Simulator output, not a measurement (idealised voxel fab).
process module | voxel wiring stack
cross-section cut | 155 nm wide | cells 5 nm
A cross-section is a grid of square cells, given in bands from the top down. A band is one or more rows of cells.
Each band's line starts with the height of the band's top and of its bottom, in nm. Then come its materials from left to right, each with its width in nm. One material with "throughout" fills the band from edge to edge. "air" is empty space.
Height 0 is the level under which the wafer as received is all one material. The lowest band goes on downwards, as in "0 down".
A width such as "30 to 40" changes by the same amount from each row of cells to the next, from the band's top row to its bottom row.
"no change" after a step means that no cell of the cross-section changed.
closed voids: empty space of 8 cells or more with no open way to the top, each as width x height at its distance from the left edge, in nm
after a step's settings: what the simulator itself notes on the step
overlay nm, on a step with a mask: how far to the right of its planned place the mask lay; to the left if negative
plan
1 op RECEIVE | material Si
2 op CONFORMAL_DEP | material SiO2 | thk nm 10
3 op DIRECTIONAL_DEP | material TiN | thk nm 5
4 op DIRECTIONAL_DEP | material Ru | thk nm 25
5 op PATTERN | tone cover | mask id METAL_1 | material resist | width nm 30 | pitch nm 45 | thk nm 20 | overlay nm 0
6 op DIRECTIONAL_ETCH | etch materials Ru | depth nm 25
7 op DIRECTIONAL_ETCH | etch materials TiN | depth nm 5
8 op STRIP | etch materials resist
9 op CONFORMAL_DEP | material SiN | thk nm 5
10 op FILL_DEP | material SiO2 | thk nm 5
11 op CMP | height nm 40
12 op CONFORMAL_DEP | material SiCN | thk nm 5
13 op DIRECTIONAL_DEP | material SiO2 | thk nm 30
14 op DIRECTIONAL_DEP | material aC | thk nm 10
15 op PATTERN | tone open | mask id METAL_2_HOLES | material resist | width nm 15 | pitch nm 45 | thk nm 25 | overlay nm 0
16 op DIRECTIONAL_ETCH | etch materials aC | depth nm 10
17 op STRIP | etch materials resist
18 op DIRECTIONAL_ETCH | etch materials SiO2 | depth nm 30
19 op STRIP | etch materials aC
20 op DIRECTIONAL_DEP | material aC | thk nm 15
21 op PATTERN | tone open | mask id METAL_2 | material resist | width nm 30 | pitch nm 45 | thk nm 35 | overlay nm 0
22 op DIRECTIONAL_ETCH | etch materials aC | depth nm 15
23 op STRIP | etch materials resist
24 op DIRECTIONAL_ETCH | etch materials SiO2 | depth nm 15
25 op DIRECTIONAL_ETCH | etch materials SiCN | depth nm 5
26 op STRIP | etch materials aC
27 op CONFORMAL_DEP | material TiN | thk nm 5
28 op FILL_DEP | material Cu | thk nm 5
29 op CMP | height nm 75
30 op CONFORMAL_DEP | material SiCN | thk nm 5
31 op DIRECTIONAL_DEP | material lowk | thk nm 10
32 op DIRECTIONAL_DEP | material aC | thk nm 15
33 op PATTERN | tone open | mask id PLUG_2 | material resist | width nm 15 | pitch nm 45 | thk nm 30 | overlay nm 0
34 op DIRECTIONAL_ETCH | etch materials aC | depth nm 15
35 op STRIP | etch materials resist
36 op DIRECTIONAL_ETCH | etch materials lowk | depth nm 10
37 op DIRECTIONAL_ETCH | etch materials SiCN | depth nm 5
38 op STRIP | etch materials aC
39 op CONFORMAL_DEP | material TiN | thk nm 5
40 op FILL_DEP | material Cu | thk nm 5
41 op CMP | height nm 90
42 op DIRECTIONAL_DEP | material TiN | thk nm 5
43 op DIRECTIONAL_DEP | material W | thk nm 20
44 op DIRECTIONAL_DEP | material aC | thk nm 15
45 op PATTERN | tone cover | mask id METAL_3 | material resist | width nm 30 | pitch nm 45 | thk nm 30 | overlay nm 0
46 op DIRECTIONAL_ETCH | etch materials aC | depth nm 15
47 op STRIP | etch materials resist
48 op DIRECTIONAL_ETCH | etch materials W | depth nm 20
49 op DIRECTIONAL_ETCH | etch materials TiN | depth nm 5
50 op STRIP | etch materials aC
51 op CONFORMAL_DEP | material SiN | thk nm 5
52 op FILL_DEP | material lowk | thk nm 5
53 op CMP | height nm 115
54 op CONFORMAL_DEP | material SiN | thk nm 5
first wafer, as planned
as received, after step 1
  0 down: Si throughout
  closed voids: none
after step 2
  10 to 0: SiO2 throughout
  below 0: unchanged
after step 3
  15 to 10: TiN throughout
  below 10: unchanged
after step 4
  40 to 15: Ru throughout
  below 15: unchanged
after step 5
  60 to 40: air 15 | resist 30 | air 15 | resist 30 | air 15 | resist 30 | air 20
  below 40: unchanged
after step 6
  60 to 40: air 15 | resist 30 | air 15 | resist 30 | air 15 | resist 30 | air 20
  40 to 15: air 15 | Ru 30 | air 15 | Ru 30 | air 15 | Ru 30 | air 20
  below 15: unchanged
after step 7
  60 to 40: air 15 | resist 30 | air 15 | resist 30 | air 15 | resist 30 | air 20
  40 to 15: air 15 | Ru 30 | air 15 | Ru 30 | air 15 | Ru 30 | air 20
  15 to 10: air 15 | TiN 30 | air 15 | TiN 30 | air 15 | TiN 30 | air 20
  below 10: unchanged
after step 8
  40 to 15: air 15 | Ru 30 | air 15 | Ru 30 | air 15 | Ru 30 | air 20
  below 15: unchanged
after step 9
  45 to 40: air 10 | SiN 40 | air 5 | SiN 40 | air 5 | SiN 40 | air 15
  40 to 15: air 10 | SiN 5 | Ru 30 | SiN 5 | air 5 | SiN 5 | Ru 30 | SiN 5 | air 5 | SiN 5 | Ru 30 | SiN 5 | air 15
  15 to 10: SiN 15 | TiN 30 | SiN 15 | TiN 30 | SiN 15 | TiN 30 | SiN 20
  below 10: unchanged
after step 10
  50 to 45: SiO2 throughout
  45 to 40: SiO2 10 | SiN 40 | SiO2 5 | SiN 40 | SiO2 5 | SiN 40 | SiO2 15
  40 to 15: SiO2 10 | SiN 5 | Ru 30 | SiN 5 | SiO2 5 | SiN 5 | Ru 30 | SiN 5 | SiO2 5 | SiN 5 | Ru 30 | SiN 5 | SiO2 15
  below 15: unchanged
after step 11
  40 to 15: SiO2 10 | SiN 5 | Ru 30 | SiN 5 | SiO2 5 | SiN 5 | Ru 30 | SiN 5 | SiO2 5 | SiN 5 | Ru 30 | SiN 5 | SiO2 15
  below 15: unchanged
after step 12
  45 to 40: SiCN throughout
  below 40: unchanged
after step 13
  75 to 45: SiO2 throughout
  below 45: unchanged
after step 14
  85 to 75: aC throughout
  below 75: unchanged
after step 15
  110 to 85: resist 15 | air 15 | resist 30 | air 15 | resist 30 | air 15 | resist 35
  below 85: unchanged
after step 16
  100 to 85: resist 15 | air 15 | resist 30 | air 15 | resist 30 | air 15 | resist 35
  85 to 75: aC 15 | air 15 | aC 30 | air 15 | aC 30 | air 15 | aC 35
  below 75: unchanged
after step 17
  85 to 75: aC 15 | air 15 | aC 30 | air 15 | aC 30 | air 15 | aC 35
  below 75: unchanged
after step 18
  85 to 75: aC 15 | air 15 | aC 30 | air 15 | aC 30 | air 15 | aC 35
  75 to 45: SiO2 15 | air 15 | SiO2 30 | air 15 | SiO2 30 | air 15 | SiO2 35
  below 45: unchanged
after step 19
  75 to 45: SiO2 15 | air 15 | SiO2 30 | air 15 | SiO2 30 | air 15 | SiO2 35
  below 45: unchanged
after step 20
  90 to 75: aC 15 | air 15 | aC 30 | air 15 | aC 30 | air 15 | aC 35
  75 to 60: SiO2 15 | air 15 | SiO2 30 | air 15 | SiO2 30 | air 15 | SiO2 35
  60 to 45: SiO2 15 | aC 15 | SiO2 30 | aC 15 | SiO2 30 | aC 15 | SiO2 35
  below 45: unchanged
after step 21
  125 to 90: resist 15 | air 30 | resist 15 | air 30 | resist 15 | air 30 | resist 20
  below 90: unchanged
after step 22
  110 to 90: resist 15 | air 30 | resist 15 | air 30 | resist 15 | air 30 | resist 20
  90 to 75: aC 15 | air 30 | aC 15 | air 30 | aC 15 | air 30 | aC 20
  75 to 45: SiO2 15 | air 15 | SiO2 30 | air 15 | SiO2 30 | air 15 | SiO2 35
  below 45: unchanged
after step 23
  90 to 75: aC 15 | air 30 | aC 15 | air 30 | aC 15 | air 30 | aC 20
  below 75: unchanged
after step 24
  90 to 75: aC 15 | air 30 | aC 15 | air 30 | aC 15 | air 30 | aC 20
  75 to 60: SiO2 15 | air 30 | SiO2 15 | air 30 | SiO2 15 | air 30 | SiO2 20
  below 60: unchanged
after step 25
  90 to 75: aC 15 | air 30 | aC 15 | air 30 | aC 15 | air 30 | aC 20
  75 to 60: SiO2 15 | air 30 | SiO2 15 | air 30 | SiO2 15 | air 30 | SiO2 20
  60 to 45: SiO2 15 | air 15 | SiO2 30 | air 15 | SiO2 30 | air 15 | SiO2 35
  45 to 40: SiCN 15 | air 15 | SiCN 30 | air 15 | SiCN 30 | air 15 | SiCN 35
  below 40: unchanged
after step 26
  75 to 60: SiO2 15 | air 30 | SiO2 15 | air 30 | SiO2 15 | air 30 | SiO2 20
  below 60: unchanged
after step 27
  80 to 75: TiN 20 | air 20 | TiN 25 | air 20 | TiN 25 | air 20 | TiN 25
  75 to 65: SiO2 15 | TiN 5 | air 20 | TiN 5 | SiO2 15 | TiN 5 | air 20 | TiN 5 | SiO2 15 | TiN 5 | air 20 | TiN 5 | SiO2 20
  65 to 60: SiO2 15 | TiN 5 | air 5 | TiN 20 | SiO2 15 | TiN 5 | air 5 | TiN 20 | SiO2 15 | TiN 5 | air 5 | TiN 20 | SiO2 20
  60 to 45: SiO2 15 | TiN 5 | air 5 | TiN 5 | SiO2 30 | TiN 5 | air 5 | TiN 5 | SiO2 30 | TiN 5 | air 5 | TiN 5 | SiO2 35
  45 to 40: SiCN 15 | TiN 15 | SiCN 30 | TiN 15 | SiCN 30 | TiN 15 | SiCN 35
  below 40: unchanged
after step 28
  85 to 80: Cu throughout
  80 to 75: TiN 20 | Cu 20 | TiN 25 | Cu 20 | TiN 25 | Cu 20 | TiN 25
  75 to 65: SiO2 15 | TiN 5 | Cu 20 | TiN 5 | SiO2 15 | TiN 5 | Cu 20 | TiN 5 | SiO2 15 | TiN 5 | Cu 20 | TiN 5 | SiO2 20
  65 to 60: SiO2 15 | TiN 5 | Cu 5 | TiN 20 | SiO2 15 | TiN 5 | Cu 5 | TiN 20 | SiO2 15 | TiN 5 | Cu 5 | TiN 20 | SiO2 20
  60 to 45: SiO2 15 | TiN 5 | Cu 5 | TiN 5 | SiO2 30 | TiN 5 | Cu 5 | TiN 5 | SiO2 30 | TiN 5 | Cu 5 | TiN 5 | SiO2 35
  below 45: unchanged
after step 29
  75 to 65: SiO2 15 | TiN 5 | Cu 20 | TiN 5 | SiO2 15 | TiN 5 | Cu 20 | TiN 5 | SiO2 15 | TiN 5 | Cu 20 | TiN 5 | SiO2 20
  below 65: unchanged
after step 30
  80 to 75: SiCN throughout
  below 75: unchanged
after step 31
  90 to 80: lowk throughout
  below 80: unchanged
after step 32
  105 to 90: aC throughout
  below 90: unchanged
after step 33
  135 to 105: resist 15 | air 15 | resist 30 | air 15 | resist 30 | air 15 | resist 35
  below 105: unchanged
after step 34
  120 to 105: resist 15 | air 15 | resist 30 | air 15 | resist 30 | air 15 | resist 35
  105 to 90: aC 15 | air 15 | aC 30 | air 15 | aC 30 | air 15 | aC 35
  below 90: unchanged
after step 35
  105 to 90: aC 15 | air 15 | aC 30 | air 15 | aC 30 | air 15 | aC 35
  below 90: unchanged
after step 36
  105 to 90: aC 15 | air 15 | aC 30 | air 15 | aC 30 | air 15 | aC 35
  90 to 80: lowk 15 | air 15 | lowk 30 | air 15 | lowk 30 | air 15 | lowk 35
  below 80: unchanged
after step 37
  105 to 90: aC 15 | air 15 | aC 30 | air 15 | aC 30 | air 15 | aC 35
  90 to 80: lowk 15 | air 15 | lowk 30 | air 15 | lowk 30 | air 15 | lowk 35
  80 to 75: SiCN 15 | air 15 | SiCN 30 | air 15 | SiCN 30 | air 15 | SiCN 35
  below 75: unchanged
after step 38
  90 to 80: lowk 15 | air 15 | lowk 30 | air 15 | lowk 30 | air 15 | lowk 35
  below 80: unchanged
after step 39
  95 to 90: TiN 20 | air 5 | TiN 40 | air 5 | TiN 40 | air 5 | TiN 40
  90 to 80: lowk 15 | TiN 5 | air 5 | TiN 5 | lowk 30 | TiN 5 | air 5 | TiN 5 | lowk 30 | TiN 5 | air 5 | TiN 5 | lowk 35
  80 to 75: SiCN 15 | TiN 15 | SiCN 30 | TiN 15 | SiCN 30 | TiN 15 | SiCN 35
  below 75: unchanged
after step 40
  100 to 95: Cu throughout
  95 to 90: TiN 20 | Cu 5 | TiN 40 | Cu 5 | TiN 40 | Cu 5 | TiN 40
  90 to 80: lowk 15 | TiN 5 | Cu 5 | TiN 5 | lowk 30 | TiN 5 | Cu 5 | TiN 5 | lowk 30 | TiN 5 | Cu 5 | TiN 5 | lowk 35
  below 80: unchanged
after step 41
  90 to 80: lowk 15 | TiN 5 | Cu 5 | TiN 5 | lowk 30 | TiN 5 | Cu 5 | TiN 5 | lowk 30 | TiN 5 | Cu 5 | TiN 5 | lowk 35
  below 80: unchanged
after step 42
  95 to 90: TiN throughout
  below 90: unchanged
after step 43
  115 to 95: W throughout
  below 95: unchanged
after step 44
  130 to 115: aC throughout
  below 115: unchanged
after step 45
  160 to 130: air 15 | resist 30 | air 15 | resist 30 | air 15 | resist 30 | air 20
  below 130: unchanged
after step 46
  145 to 130: air 15 | resist 30 | air 15 | resist 30 | air 15 | resist 30 | air 20
  130 to 115: air 15 | aC 30 | air 15 | aC 30 | air 15 | aC 30 | air 20
  below 115: unchanged
after step 47
  130 to 115: air 15 | aC 30 | air 15 | aC 30 | air 15 | aC 30 | air 20
  below 115: unchanged
after step 48
  130 to 115: air 15 | aC 30 | air 15 | aC 30 | air 15 | aC 30 | air 20
  115 to 95: air 15 | W 30 | air 15 | W 30 | air 15 | W 30 | air 20
  below 95: unchanged
after step 49
  130 to 115: air 15 | aC 30 | air 15 | aC 30 | air 15 | aC 30 | air 20
  115 to 95: air 15 | W 30 | air 15 | W 30 | air 15 | W 30 | air 20
  95 to 90: air 15 | TiN 30 | air 15 | TiN 30 | air 15 | TiN 30 | air 20
  below 90: unchanged
after step 50
  115 to 95: air 15 | W 30 | air 15 | W 30 | air 15 | W 30 | air 20
  below 95: unchanged
after step 51
  120 to 115: air 10 | SiN 40 | air 5 | SiN 40 | air 5 | SiN 40 | air 15
  115 to 95: air 10 | SiN 5 | W 30 | SiN 5 | air 5 | SiN 5 | W 30 | SiN 5 | air 5 | SiN 5 | W 30 | SiN 5 | air 15
  95 to 90: SiN 15 | TiN 30 | SiN 15 | TiN 30 | SiN 15 | TiN 30 | SiN 20
  below 90: unchanged
after step 52
  125 to 120: lowk throughout
  120 to 115: lowk 10 | SiN 40 | lowk 5 | SiN 40 | lowk 5 | SiN 40 | lowk 15
  115 to 95: lowk 10 | SiN 5 | W 30 | SiN 5 | lowk 5 | SiN 5 | W 30 | SiN 5 | lowk 5 | SiN 5 | W 30 | SiN 5 | lowk 15
  below 95: unchanged
after step 53
  115 to 95: lowk 10 | SiN 5 | W 30 | SiN 5 | lowk 5 | SiN 5 | W 30 | SiN 5 | lowk 5 | SiN 5 | W 30 | SiN 5 | lowk 15
  below 95: unchanged
after step 54
  120 to 115: SiN throughout
  below 115: unchanged
second wafer: like start, like plan, one mistake. Through step 12 it matches the first wafer
when step 13 should have ended
  75 to 45: Ru throughout
  below 45: unchanged
when step 14 should have ended
  85 to 75: aC throughout
  below 75: unchanged
when step 15 should have ended
  110 to 85: resist 15 | air 15 | resist 30 | air 15 | resist 30 | air 15 | resist 35
  below 85: unchanged
when step 16 should have ended
  100 to 85: resist 15 | air 15 | resist 30 | air 15 | resist 30 | air 15 | resist 35
  85 to 75: aC 15 | air 15 | aC 30 | air 15 | aC 30 | air 15 | aC 35
  below 75: unchanged
when step 17 should have ended
  85 to 75: aC 15 | air 15 | aC 30 | air 15 | aC 30 | air 15 | aC 35
  below 75: unchanged
when step 18 should have ended: no change
when step 19 should have ended
  75 to 45: Ru throughout
  below 45: unchanged
when step 20 should have ended
  90 to 75: aC throughout
  below 75: unchanged
when step 21 should have ended
  125 to 90: resist 15 | air 30 | resist 15 | air 30 | resist 15 | air 30 | resist 20
  below 90: unchanged
when step 22 should have ended
  110 to 90: resist 15 | air 30 | resist 15 | air 30 | resist 15 | air 30 | resist 20
  90 to 75: aC 15 | air 30 | aC 15 | air 30 | aC 15 | air 30 | aC 20
  below 75: unchanged
when step 23 should have ended
  90 to 75: aC 15 | air 30 | aC 15 | air 30 | aC 15 | air 30 | aC 20
  below 75: unchanged
when step 24 should have ended: no change
when step 25 should have ended: no change
when step 26 should have ended
  75 to 45: Ru throughout
  below 45: unchanged
when step 27 should have ended
  80 to 75: TiN throughout
  below 75: unchanged
when step 28 should have ended
  85 to 80: Cu throughout
  below 80: unchanged
when step 29 should have ended
  75 to 45: Ru throughout
  below 45: unchanged
when step 30 should have ended
  80 to 75: SiCN throughout
  below 75: unchanged
when step 31 should have ended
  90 to 80: lowk throughout
  below 80: unchanged
when step 32 should have ended
  105 to 90: aC throughout
  below 90: unchanged
when step 33 should have ended
  135 to 105: resist 15 | air 15 | resist 30 | air 15 | resist 30 | air 15 | resist 35
  below 105: unchanged
when step 34 should have ended
  120 to 105: resist 15 | air 15 | resist 30 | air 15 | resist 30 | air 15 | resist 35
  105 to 90: aC 15 | air 15 | aC 30 | air 15 | aC 30 | air 15 | aC 35
  below 90: unchanged
when step 35 should have ended
  105 to 90: aC 15 | air 15 | aC 30 | air 15 | aC 30 | air 15 | aC 35
  below 90: unchanged
when step 36 should have ended
  105 to 90: aC 15 | air 15 | aC 30 | air 15 | aC 30 | air 15 | aC 35
  90 to 80: lowk 15 | air 15 | lowk 30 | air 15 | lowk 30 | air 15 | lowk 35
  below 80: unchanged
when step 37 should have ended
  105 to 90: aC 15 | air 15 | aC 30 | air 15 | aC 30 | air 15 | aC 35
  90 to 80: lowk 15 | air 15 | lowk 30 | air 15 | lowk 30 | air 15 | lowk 35
  80 to 75: SiCN 15 | air 15 | SiCN 30 | air 15 | SiCN 30 | air 15 | SiCN 35
  below 75: unchanged
when step 38 should have ended
  90 to 80: lowk 15 | air 15 | lowk 30 | air 15 | lowk 30 | air 15 | lowk 35
  below 80: unchanged
when step 39 should have ended
  95 to 90: TiN 20 | air 5 | TiN 40 | air 5 | TiN 40 | air 5 | TiN 40
  90 to 80: lowk 15 | TiN 5 | air 5 | TiN 5 | lowk 30 | TiN 5 | air 5 | TiN 5 | lowk 30 | TiN 5 | air 5 | TiN 5 | lowk 35
  80 to 75: SiCN 15 | TiN 15 | SiCN 30 | TiN 15 | SiCN 30 | TiN 15 | SiCN 35
  below 75: unchanged
when step 40 should have ended
  100 to 95: Cu throughout
  95 to 90: TiN 20 | Cu 5 | TiN 40 | Cu 5 | TiN 40 | Cu 5 | TiN 40
  90 to 80: lowk 15 | TiN 5 | Cu 5 | TiN 5 | lowk 30 | TiN 5 | Cu 5 | TiN 5 | lowk 30 | TiN 5 | Cu 5 | TiN 5 | lowk 35
  below 80: unchanged
when step 41 should have ended
  90 to 80: lowk 15 | TiN 5 | Cu 5 | TiN 5 | lowk 30 | TiN 5 | Cu 5 | TiN 5 | lowk 30 | TiN 5 | Cu 5 | TiN 5 | lowk 35
  below 80: unchanged
when step 42 should have ended
  95 to 90: TiN throughout
  below 90: unchanged
when step 43 should have ended
  115 to 95: W throughout
  below 95: unchanged
when step 44 should have ended
  130 to 115: aC throughout
  below 115: unchanged
when step 45 should have ended
  160 to 130: air 15 | resist 30 | air 15 | resist 30 | air 15 | resist 30 | air 20
  below 130: unchanged
when step 46 should have ended
  145 to 130: air 15 | resist 30 | air 15 | resist 30 | air 15 | resist 30 | air 20
  130 to 115: air 15 | aC 30 | air 15 | aC 30 | air 15 | aC 30 | air 20
  below 115: unchanged
when step 47 should have ended
  130 to 115: air 15 | aC 30 | air 15 | aC 30 | air 15 | aC 30 | air 20
  below 115: unchanged
when step 48 should have ended
  130 to 115: air 15 | aC 30 | air 15 | aC 30 | air 15 | aC 30 | air 20
  115 to 95: air 15 | W 30 | air 15 | W 30 | air 15 | W 30 | air 20
  below 95: unchanged
when step 49 should have ended
  130 to 115: air 15 | aC 30 | air 15 | aC 30 | air 15 | aC 30 | air 20
  115 to 95: air 15 | W 30 | air 15 | W 30 | air 15 | W 30 | air 20
  95 to 90: air 15 | TiN 30 | air 15 | TiN 30 | air 15 | TiN 30 | air 20
  below 90: unchanged
when step 50 should have ended
  115 to 95: air 15 | W 30 | air 15 | W 30 | air 15 | W 30 | air 20
  below 95: unchanged
when step 51 should have ended
  120 to 115: air 10 | SiN 40 | air 5 | SiN 40 | air 5 | SiN 40 | air 15
  115 to 95: air 10 | SiN 5 | W 30 | SiN 5 | air 5 | SiN 5 | W 30 | SiN 5 | air 5 | SiN 5 | W 30 | SiN 5 | air 15
  95 to 90: SiN 15 | TiN 30 | SiN 15 | TiN 30 | SiN 15 | TiN 30 | SiN 20
  below 90: unchanged
when step 52 should have ended
  125 to 120: lowk throughout
  120 to 115: lowk 10 | SiN 40 | lowk 5 | SiN 40 | lowk 5 | SiN 40 | lowk 15
  115 to 95: lowk 10 | SiN 5 | W 30 | SiN 5 | lowk 5 | SiN 5 | W 30 | SiN 5 | lowk 5 | SiN 5 | W 30 | SiN 5 | lowk 15
  below 95: unchanged
when step 53 should have ended
  115 to 95: lowk 10 | SiN 5 | W 30 | SiN 5 | lowk 5 | SiN 5 | W 30 | SiN 5 | lowk 5 | SiN 5 | W 30 | SiN 5 | lowk 15
  below 95: unchanged
when step 54 should have ended
  120 to 115: SiN throughout
  below 115: unchanged
what went wrong: step 13 ran as: op DIRECTIONAL_DEP | material Ru | thk nm 30
at the end the second wafer has, in cells: 36 fewer of Cu | 186 more of Ru | 9 more of SiCN | 105 fewer of SiO2 | 54 fewer of TiN
